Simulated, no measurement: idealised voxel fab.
process module | voxel double patterning
cross-section cut | 230 nm wide | cells 5 nm
A cross-section is a grid of square cells, given in bands from the top down. A band is one or more rows of cells.
Each band's line starts with the height of the band's top and of its bottom, in nm. Then come its materials from left to right, each with its width in nm. One material with "throughout" fills the band from edge to edge. "air" is empty space.
Height 0 is the level under which the wafer as received is all one material. The lowest band goes on downwards, as in "0 down".
A width such as "30 to 40" changes by the same amount from each row of cells to the next, from the band's top row to its bottom row.
"no change" after a step means that no cell of the cross-section changed.
closed voids: empty space of 8 cells or more with no open way to the top, each as width x height at its distance from the left edge, in nm
after a step's settings: what the simulator itself notes on the step
overlay nm, on a step with a mask: how far to the right of its planned place the mask lay; to the left if negative
plan
1 op RECEIVE | material Si
2 op CONFORMAL_DEP | material SiO2 | thk nm 5
3 op DIRECTIONAL_DEP | material W | thk nm 20
4 op DIRECTIONAL_DEP | material SiCN | thk nm 10
5 op DIRECTIONAL_DEP | material aC | thk nm 10
6 op PATTERN | tone open | mask id FIRST | material resist | width nm 15 | pitch nm 50 | thk nm 25 | overlay nm 0
7 op DIRECTIONAL_ETCH | etch materials aC | depth nm 10
8 op STRIP | etch materials resist
9 op DIRECTIONAL_ETCH | etch materials SiCN | depth nm 10
10 op STRIP | etch materials aC
11 op MASKED_ETCH | tone open | mask id SECOND | width nm 15 | pitch nm 50 | etch materials SiCN | depth nm 10 | overlay nm 0
12 op DIRECTIONAL_ETCH | etch materials W | depth nm 20
13 op STRIP | etch materials SiCN
as received, after step 1
  0 down: Si throughout
  closed voids: none
first wafer at the end, as planned
  25 to 5: W 55 | air 15 | W 10 | air 15 | W 10 | air 15 | W 10 | air 15 | W 10 | air 15 | W 60
  5 to 0: SiO2 throughout
  0 down: Si throughout
  closed voids: none
second wafer at the end: like start, like plan, one mistake
  35 to 25: SiO2 throughout
  25 to 5: W throughout
  5 to 0: SiO2 throughout
  0 down: Si throughout
  closed voids: none
what went wrong: step 4 ran as: op DIRECTIONAL_DEP | material SiO2 | thk nm 10
at the end the second wafer has, in cells: 92 more of SiO2 | 60 more of W
